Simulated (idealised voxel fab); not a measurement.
The document below concerns the process module designated voxel released beams.
It is cross-section cut that appears here, measuring 275 nm in width, its square cells being 5 nm in size.
Heads up, the way a cross-section reads in here is a grid of square cells, handed over as bands from the top down, with every band being one or more rows of cells. The band entry comprises the height of the band's top followed by the height of its bottom, expressed in nm, and subsequently the band's materials from left to right, each stated together with its width in nm. Where a single material is marked with the word "all across", that material fills the band from edge to edge. The word "blank" represents empty space. The reference from which all heights are counted is 0, the level beneath which the as-received wafer is entirely one material; the lowest band, having no lower bound, proceeds downward and is written after the example "z 0 and below". Width: "30 to 40" (first number = top row, second number = bottom row, same change from row to row of cells). When a step is marked "left unchanged", none of the cells in the cross-section changed during that step. In the "Entrapped void list" entry, you get each enclosed empty space of 8 cells or more, one with no open way to the top, written width x height at distance, distance from the left edge, in nm. Text after the settings on a step's line: the simulator's own remark on that step. What "overlay nm" on a step's line means: if the step has a mask, that mask lay this far to the right of its planned place, or, when the value is negative, to the left.
Set out below are the planned steps of the process
1. RECEIVE [material Si]
2. CONFORMAL_DEP [material SiN] [thk nm 5]
3. DIRECTIONAL_DEP [material SiO2] [thk nm 15]
4. DIRECTIONAL_DEP [material aC] [thk nm 15]
5. PATTERN [tone open] [mask id ANCHOR] [material resist] [width nm 35] [thk nm 35] [overlay nm -15]
6. DIRECTIONAL_ETCH [etch materials aC] [depth nm 15]
7. STRIP [etch materials resist]
8. DIRECTIONAL_ETCH [etch materials SiO2] [depth nm 15]
9. STRIP [etch materials aC]
10. CONFORMAL_DEP [material W] [thk nm 15]
11. MASKED_ETCH [tone cover] [mask id BEAM] [width nm 90] [etch materials W] [depth nm 15] [overlay nm 0]
12. STRIP [etch materials SiO2]
Quick note for whoever runs this: the wafers start identical, but the overlay nm at step 5 isn't the same across them. The plan just shows what the first wafer had.
This is how the first of several wafers looked in cross-section when it arrived, which is after step 1
  z 0 and below: Si all across
  Entrapped void list: none
The following table contains a row per wafer, in which are reported, at the conclusion of the module, the cells of each material gained (+) or lost (-) since the wafer's receipt, with its closed voids given thereafter
overlay nm -15 | +55 SiN | +72 W | Entrapped void list: none
overlay nm -10 | +55 SiN | +72 W | Entrapped void list: none
overlay nm -5 | +55 SiN | +72 W | Entrapped void list: none
overlay nm 0 | +55 SiN | +72 W | Entrapped void list: none
overlay nm 5 | +55 SiN | +72 W | Entrapped void list: none
overlay nm 10 | +55 SiN | +72 W | Entrapped void list: none
overlay nm 15 | +55 SiN | +72 W | Entrapped void list: none
